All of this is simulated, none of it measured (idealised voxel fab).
The following process module bears the name voxel self aligned contacts.
This is section cut - it's 235 nm across, gridded in 5 nm square cells.
Cross-section spec: square-cell grid; bands listed top down; each band is one or more rows.
Heads up on the band format: heights come first, top then bottom, in nm. After that it's the materials left to right, each with its width in nm. A single material flagged "throughout" fills the whole band edge to edge, and "blank" means there's empty space there.
Zero point of the height axis is 0; under it, received wafer = one material. Lowest band: continues down indefinitely, "top 0, no bottom".
Top row gets the first number, bottom row gets the second, and each row in between changes by the same step: that is how a band width like "30 to 40" works.
Key: "no alterations made" - step with no changed cell in the cross-section.
"Unvented voids" lists enclosed empty spaces (at least 8 cells, no open path upward to the top), each as width x height at distance from the left edge, in nm.
If you see something after the settings on a step's line, that's the simulator's own remark about that step.
overlay nm, on a step with a mask: how far to the right of its planned place the mask lay; to the left if negative

Below is the list of planned process steps
1) RECEIVE,material Si
2) CONFORMAL_DEP,material SiO2,thk nm 5
3) DIRECTIONAL_DEP,material polySi,thk nm 25
4) DIRECTIONAL_DEP,material SiN,thk nm 20
5) DIRECTIONAL_DEP,material aC,thk nm 10
6) PATTERN,tone cover,mask id GATE,material resist,width nm 35,pitch nm 60,thk nm 30,overlay nm 0
7) DIRECTIONAL_ETCH,etch materials aC,depth nm 10
8) STRIP,etch materials resist
9) DIRECTIONAL_ETCH,etch materials SiN,depth nm 20
10) DIRECTIONAL_ETCH,etch materials polySi,depth nm 25
11) STRIP,etch materials aC
12) CONFORMAL_DEP,material SiN,thk nm 5
13) DIRECTIONAL_ETCH,etch materials SiN,depth nm 5
14) FILL_DEP,material SiO2,thk nm 15
15) CMP,height nm 55
16) DIRECTIONAL_DEP,material aC,thk nm 15
17) PATTERN,tone open,mask id CONTACT,material resist,width nm 45,pitch nm 60,thk nm 35,overlay nm 0
18) DIRECTIONAL_ETCH,etch materials aC,depth nm 15
19) STRIP,etch materials resist
20) DIRECTIONAL_ETCH,etch materials SiO2,depth nm 55
21) STRIP,etch materials aC
22) CONFORMAL_DEP,material TiN,thk nm 5
23) FILL_DEP,material W,thk nm 10
24) CMP,height nm 55
25) CONFORMAL_DEP,material SiN,thk nm 5

First wafer, as planned

Cross-section of the wafer as it came to us, i.e., already through step 1
    top 0, no bottom | Si throughout
    Unvented voids: none

So this is the wafer cross-section right after step 2
    top 5, bottom 0 | SiO2 throughout
    below 0: unchanged

So this is the wafer cross-section right after step 3
    top 30, bottom 5 | polySi throughout
    below 5: unchanged

So this is the wafer cross-section right after step 4
    top 50, bottom 30 | SiN throughout
    below 30: unchanged

So this is the wafer cross-section right after step 5
    top 60, bottom 50 | aC throughout
    below 50: unchanged

So this is the wafer cross-section right after step 6
    top 90, bottom 60 | blank 40; resist 35; blank 25; resist 35; blank 25; resist 35; blank 40
    below 60: unchanged

So this is the wafer cross-section right after step 7
    top 80, bottom 60 | blank 40; resist 35; blank 25; resist 35; blank 25; resist 35; blank 40
    top 60, bottom 50 | blank 40; aC 35; blank 25; aC 35; blank 25; aC 35; blank 40
    below 50: unchanged

So this is the wafer cross-section right after step 8
    top 60, bottom 50 | blank 40; aC 35; blank 25; aC 35; blank 25; aC 35; blank 40
    below 50: unchanged

So this is the wafer cross-section right after step 9
    top 60, bottom 50 | blank 40; aC 35; blank 25; aC 35; blank 25; aC 35; blank 40
    top 50, bottom 30 | blank 40; SiN 35; blank 25; SiN 35; blank 25; SiN 35; blank 40
    below 30: unchanged

So this is the wafer cross-section right after step 10
    top 60, bottom 50 | blank 40; aC 35; blank 25; aC 35; blank 25; aC 35; blank 40
    top 50, bottom 30 | blank 40; SiN 35; blank 25; SiN 35; blank 25; SiN 35; blank 40
    top 30, bottom 5 | blank 40; polySi 35; blank 25; polySi 35; blank 25; polySi 35; blank 40
    below 5: unchanged

So this is the wafer cross-section right after step 11
    top 50, bottom 30 | blank 40; SiN 35; blank 25; SiN 35; blank 25; SiN 35; blank 40
    below 30: unchanged

So this is the wafer cross-section right after step 12
    top 55, bottom 30 | blank 35; SiN 45; blank 15; SiN 45; blank 15; SiN 45; blank 35
    top 30, bottom 10 | blank 35; SiN 5; polySi 35; SiN 5; blank 15; SiN 5; polySi 35; SiN 5; blank 15; SiN 5; polySi 35; SiN 5; blank 35
    top 10, bottom 5 | SiN 40; polySi 35; SiN 25; polySi 35; SiN 25; polySi 35; SiN 40
    below 5: unchanged

So this is the wafer cross-section right after step 13
    top 50, bottom 30 | blank 35; SiN 45; blank 15; SiN 45; blank 15; SiN 45; blank 35
    top 30, bottom 5 | blank 35; SiN 5; polySi 35; SiN 5; blank 15; SiN 5; polySi 35; SiN 5; blank 15; SiN 5; polySi 35; SiN 5; blank 35
    below 5: unchanged

So this is the wafer cross-section right after step 14
    top 65, bottom 50 | SiO2 throughout
    top 50, bottom 30 | SiO2 35; SiN 45; SiO2 15; SiN 45; SiO2 15; SiN 45; SiO2 35
    top 30, bottom 5 | SiO2 35; SiN 5; polySi 35; SiN 5; SiO2 15; SiN 5; polySi 35; SiN 5; SiO2 15; SiN 5; polySi 35; SiN 5; SiO2 35
    below 5: unchanged

So this is the wafer cross-section right after step 15
    top 55, bottom 50 | SiO2 throughout
    below 50: unchanged

So this is the wafer cross-section right after step 16
    top 70, bottom 55 | aC throughout
    below 55: unchanged

So this is the wafer cross-section right after step 17
    top 105, bottom 70 | resist 65; blank 45; resist 15; blank 45; resist 65
    below 70: unchanged

So this is the wafer cross-section right after step 18
    top 90, bottom 70 | resist 65; blank 45; resist 15; blank 45; resist 65
    top 70, bottom 55 | aC 65; blank 45; aC 15; blank 45; aC 65
    below 55: unchanged

So this is the wafer cross-section right after step 19
    top 70, bottom 55 | aC 65; blank 45; aC 15; blank 45; aC 65
    below 55: unchanged

So this is the wafer cross-section right after step 20
    top 70, bottom 55 | aC 65; blank 45; aC 15; blank 45; aC 65
    top 55, bottom 50 | SiO2 65; blank 45; SiO2 15; blank 45; SiO2 65
    top 50, bottom 30 | SiO2 35; SiN 45; blank 15; SiN 45; blank 15; SiN 45; SiO2 35
    top 30, bottom 5 | SiO2 35; SiN 5; polySi 35; SiN 5; blank 15; SiN 5; polySi 35; SiN 5; blank 15; SiN 5; polySi 35; SiN 5; SiO2 35
    top 5, bottom 0 | SiO2 80; blank 15; SiO2 45; blank 15; SiO2 80
    below 0: unchanged

So this is the wafer cross-section right after step 21
    top 55, bottom 50 | SiO2 65; blank 45; SiO2 15; blank 45; SiO2 65
    below 50: unchanged

So this is the wafer cross-section right after step 22
    top 60, bottom 55 | TiN 70; blank 35; TiN 25; blank 35; TiN 70
    top 55, bottom 50 | SiO2 65; TiN 20; blank 5; TiN 20; SiO2 15; TiN 20; blank 5; TiN 20; SiO2 65
    top 50, bottom 30 | SiO2 35; SiN 45; TiN 5; blank 5; TiN 5; SiN 45; TiN 5; blank 5; TiN 5; SiN 45; SiO2 35
    top 30, bottom 5 | SiO2 35; SiN 5; polySi 35; SiN 5; TiN 5; blank 5; TiN 5; SiN 5; polySi 35; SiN 5; TiN 5; blank 5; TiN 5; SiN 5; polySi 35; SiN 5; SiO2 35
    top 5, bottom 0 | SiO2 80; TiN 15; SiO2 45; TiN 15; SiO2 80
    below 0: unchanged

So this is the wafer cross-section right after step 23
    top 70, bottom 60 | W throughout
    top 60, bottom 55 | TiN 70; W 35; TiN 25; W 35; TiN 70
    top 55, bottom 50 | SiO2 65; TiN 20; W 5; TiN 20; SiO2 15; TiN 20; W 5; TiN 20; SiO2 65
    top 50, bottom 30 | SiO2 35; SiN 45; TiN 5; W 5; TiN 5; SiN 45; TiN 5; W 5; TiN 5; SiN 45; SiO2 35
    top 30, bottom 5 | SiO2 35; SiN 5; polySi 35; SiN 5; TiN 5; W 5; TiN 5; SiN 5; polySi 35; SiN 5; TiN 5; W 5; TiN 5; SiN 5; polySi 35; SiN 5; SiO2 35
    below 5: unchanged

So this is the wafer cross-section right after step 24
    top 55, bottom 50 | SiO2 65; TiN 20; W 5; TiN 20; SiO2 15; TiN 20; W 5; TiN 20; SiO2 65
    below 50: unchanged

So this is the wafer cross-section right after step 25
    top 60, bottom 55 | SiN throughout
    below 55: unchanged

Notes, second wafer: start = first wafer's, plan = first wafer's, execution had one mistake; history identical to first through step 5

X-section, second wafer, when step 6 was due to finish
    top 90, bottom 60 | resist 40; blank 35; resist 25; blank 35; resist 25; blank 35; resist 40
    below 60: unchanged

X-section, second wafer, when step 7 was due to finish
    top 80, bottom 60 | resist 40; blank 35; resist 25; blank 35; resist 25; blank 35; resist 40
    top 60, bottom 50 | aC 40; blank 35; aC 25; blank 35; aC 25; blank 35; aC 40
    below 50: unchanged

X-section, second wafer, when step 8 was due to finish
    top 60, bottom 50 | aC 40; blank 35; aC 25; blank 35; aC 25; blank 35; aC 40
    below 50: unchanged

X-section, second wafer, when step 9 was due to finish
    top 60, bottom 50 | aC 40; blank 35; aC 25; blank 35; aC 25; blank 35; aC 40
    top 50, bottom 30 | SiN 40; blank 35; SiN 25; blank 35; SiN 25; blank 35; SiN 40
    below 30: unchanged

X-section, second wafer, when step 10 was due to finish
    top 60, bottom 50 | aC 40; blank 35; aC 25; blank 35; aC 25; blank 35; aC 40
    top 50, bottom 30 | SiN 40; blank 35; SiN 25; blank 35; SiN 25; blank 35; SiN 40
    top 30, bottom 5 | polySi 40; blank 35; polySi 25; blank 35; polySi 25; blank 35; polySi 40
    below 5: unchanged

X-section, second wafer, when step 11 was due to finish
    top 50, bottom 30 | SiN 40; blank 35; SiN 25; blank 35; SiN 25; blank 35; SiN 40
    below 30: unchanged

X-section, second wafer, when step 12 was due to finish
    top 55, bottom 30 | SiN 45; blank 25; SiN 35; blank 25; SiN 35; blank 25; SiN 45
    top 30, bottom 10 | polySi 40; SiN 5; blank 25; SiN 5; polySi 25; SiN 5; blank 25; SiN 5; polySi 25; SiN 5; blank 25; SiN 5; polySi 40
    top 10, bottom 5 | polySi 40; SiN 35; polySi 25; SiN 35; polySi 25; SiN 35; polySi 40
    below 5: unchanged

X-section, second wafer, when step 13 was due to finish
    top 50, bottom 30 | SiN 45; blank 25; SiN 35; blank 25; SiN 35; blank 25; SiN 45
    top 30, bottom 5 | polySi 40; SiN 5; blank 25; SiN 5; polySi 25; SiN 5; blank 25; SiN 5; polySi 25; SiN 5; blank 25; SiN 5; polySi 40
    below 5: unchanged

X-section, second wafer, when step 14 was due to finish
    top 65, bottom 50 | SiO2 throughout
    top 50, bottom 30 | SiN 45; SiO2 25; SiN 35; SiO2 25; SiN 35; SiO2 25; SiN 45
    top 30, bottom 5 | polySi 40; SiN 5; SiO2 25; SiN 5; polySi 25; SiN 5; SiO2 25; SiN 5; polySi 25; SiN 5; SiO2 25; SiN 5; polySi 40
    below 5: unchanged

X-section, second wafer, when step 15 was due to finish
    top 55, bottom 50 | SiO2 throughout
    below 50: unchanged

X-section, second wafer, when step 16 was due to finish
    top 70, bottom 55 | aC throughout
    below 55: unchanged

X-section, second wafer, when step 17 was due to finish
    top 105, bottom 70 | resist 65; blank 45; resist 15; blank 45; resist 65
    below 70: unchanged

X-section, second wafer, when step 18 was due to finish
    top 90, bottom 70 | resist 65; blank 45; resist 15; blank 45; resist 65
    top 70, bottom 55 | aC 65; blank 45; aC 15; blank 45; aC 65
    below 55: unchanged

X-section, second wafer, when step 19 was due to finish
    top 70, bottom 55 | aC 65; blank 45; aC 15; blank 45; aC 65
    below 55: unchanged

X-section, second wafer, when step 20 was due to finish
    top 70, bottom 55 | aC 65; blank 45; aC 15; blank 45; aC 65
    top 55, bottom 50 | SiO2 65; blank 45; SiO2 15; blank 45; SiO2 65
    top 50, bottom 30 | SiN 45; SiO2 20; blank 5; SiN 35; blank 5; SiO2 15; blank 5; SiN 35; blank 5; SiO2 20; SiN 45
    top 30, bottom 5 | polySi 40; SiN 5; SiO2 20; blank 5; SiN 5; polySi 25; SiN 5; blank 5; SiO2 15; blank 5; SiN 5; polySi 25; SiN 5; blank 5; SiO2 20; SiN 5; polySi 40
    top 5, bottom 0 | SiO2 65; blank 5; SiO2 35; blank 5; SiO2 15; blank 5; SiO2 35; blank 5; SiO2 65
    below 0: unchanged

X-section, second wafer, when step 21 was due to finish
    top 55, bottom 50 | SiO2 65; blank 45; SiO2 15; blank 45; SiO2 65
    below 50: unchanged

X-section, second wafer, when step 22 was due to finish
    top 60, bottom 55 | TiN 70; blank 35; TiN 25; blank 35; TiN 70
    top 55, bottom 50 | SiO2 65; TiN 45; SiO2 15; TiN 45; SiO2 65
    top 50, bottom 30 | SiN 45; SiO2 20; TiN 5; SiN 35; TiN 5; SiO2 15; TiN 5; SiN 35; TiN 5; SiO2 20; SiN 45
    top 30, bottom 5 | polySi 40; SiN 5; SiO2 20; TiN 5; SiN 5; polySi 25; SiN 5; TiN 5; SiO2 15; TiN 5; SiN 5; polySi 25; SiN 5; TiN 5; SiO2 20; SiN 5; polySi 40
    top 5, bottom 0 | SiO2 65; TiN 5; SiO2 35; TiN 5; SiO2 15; TiN 5; SiO2 35; TiN 5; SiO2 65
    below 0: unchanged

X-section, second wafer, when step 23 was due to finish
    top 70, bottom 60 | W throughout
    top 60, bottom 55 | TiN 70; W 35; TiN 25; W 35; TiN 70
    below 55: unchanged

X-section, second wafer, when step 24 was due to finish
    top 55, bottom 50 | SiO2 65; TiN 45; SiO2 15; TiN 45; SiO2 65
    below 50: unchanged

X-section, second wafer, when step 25 was due to finish
    top 60, bottom 55 | SiN throughout
    below 55: unchanged
Finding, execution versus plan: step 6 ran as: PATTERN,tone open,mask id GATE,material resist,width nm 35,pitch nm 60,thk nm 30,overlay nm 0
Bottom line after processing is that, in cells, the second wafer is up or down on some materials versus the first: +20 SiN, -25 SiO2, -20 W, +25 polySi
